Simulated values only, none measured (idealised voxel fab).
The process module presented herein is designated voxel plated lines.
The cross-section shown here is cut; it is 180 nm wide and divided into square cells measuring 5 nm on a side.
For the purposes of this document, a cross-section shall be understood as a grid of square cells, specified as bands listed in top-to-bottom order, each band consisting of one or more rows of cells. It is stipulated that each band's entry specify, in nanometres, the height of the top of the band and then that of its bottom, followed by the materials of the band in left-to-right sequence, each together with its width in nanometres. A single material marked by the word "everywhere" is understood to fill the band from edge to edge; the word "blank" is understood to denote empty space. Counting heights begins at 0, where everything beneath is, in the wafer as received, one material. The lowest band has no bottom; it goes on downwards, as "0..down" shows. Top row gets the first number, bottom row gets the second, and each row in between changes by the same step: that is how a band width like "30..40" works. A step reported as "nothing different" is a step in which no cell of the cross-section changed. You'll see "Enclosed void entries" listing empty spaces that have no way open to the top, as long as they're 8 cells or more; the notation is width x height at distance, where the distance is from the left edge, and all of it is in nm. Step line, after settings: the simulator's comment on this step. For masked steps, "overlay nm" on the step line gives how far right of plan the mask actually lay; a minus sign means it lay to the left.
-- Steps planned for the process
1: RECEIVE, material Si
2: CONFORMAL_DEP, material SiO2, thk nm 15
3: DIRECTIONAL_DEP, material TiN, thk nm 5
4: PATTERN, tone open, mask id LINES, material resist, width nm 15, pitch nm 30, thk nm 20, overlay nm 0
5: EPI, material Ru, thk nm 5
6: STRIP, etch materials resist
7: DIRECTIONAL_ETCH, etch materials TiN, depth nm 5
8: CONFORMAL_DEP, material SiO2, thk nm 5
-- Run as planned: first of two wafers
-- Cross-section of the incoming wafer, state after step 1
	0..down = Si everywhere
	Enclosed void entries: none
-- Cross-section: wafer state after step 2
	15..0 = SiO2 everywhere
	Lower than 0, everything is as it was.
-- Cross-section: wafer state after step 3
	20..15 = TiN everywhere
	Lower than 15, everything is as it was.
-- Cross-section: wafer state after step 4
	40..20 = resist 65  blank 15  resist 15  blank 15  resist 70
	Lower than 20, everything is as it was.
-- Cross-section: wafer state after step 5
	40..25 = resist 65  blank 15  resist 15  blank 15  resist 70
	25..20 = resist 65  Ru 15  resist 15  Ru 15  resist 70
	Lower than 20, everything is as it was.
-- Cross-section: wafer state after step 6
	25..20 = blank 65  Ru 15  blank 15  Ru 15  blank 70
	Lower than 20, everything is as it was.
-- Cross-section: wafer state after step 7
	25..20 = blank 65  Ru 15  blank 15  Ru 15  blank 70
	20..15 = blank 65  TiN 15  blank 15  TiN 15  blank 70
	Lower than 15, everything is as it was.
-- Cross-section: wafer state after step 8
	30..25 = blank 60  SiO2 25  blank 5  SiO2 25  blank 65
	25..20 = blank 60  SiO2 5  Ru 15  SiO2 5  blank 5  SiO2 5  Ru 15  SiO2 5  blank 65
	20..15 = SiO2 65  TiN 15  SiO2 15  TiN 15  SiO2 70
	Lower than 15, everything is as it was.
-- Wafer two of the pair: same origin, same plan, one error during the run; identical to wafer one up to and including step 1
-- when step 2 should have ended
	30..0 = SiO2 everywhere
	Lower than 0, everything is as it was.
-- when step 3 should have ended
	35..30 = TiN everywhere
	Lower than 30, everything is as it was.
-- when step 4 should have ended
	55..35 = resist 65  blank 15  resist 15  blank 15  resist 70
	Lower than 35, everything is as it was.
-- when step 5 should have ended
	55..40 = resist 65  blank 15  resist 15  blank 15  resist 70
	40..35 = resist 65  Ru 15  resist 15  Ru 15  resist 70
	Lower than 35, everything is as it was.
-- when step 6 should have ended
	40..35 = blank 65  Ru 15  blank 15  Ru 15  blank 70
	Lower than 35, everything is as it was.
-- when step 7 should have ended
	40..35 = blank 65  Ru 15  blank 15  Ru 15  blank 70
	35..30 = blank 65  TiN 15  blank 15  TiN 15  blank 70
	Lower than 30, everything is as it was.
-- when step 8 should have ended
	45..40 = blank 60  SiO2 25  blank 5  SiO2 25  blank 65
	40..35 = blank 60  SiO2 5  Ru 15  SiO2 5  blank 5  SiO2 5  Ru 15  SiO2 5  blank 65
	35..30 = SiO2 65  TiN 15  SiO2 15  TiN 15  SiO2 70
	Lower than 30, everything is as it was.
Misprocessing identified: step 2 was run twice
Final comparison by cell count, materials where the second wafer has more or fewer than the first: SiO2: 108 more
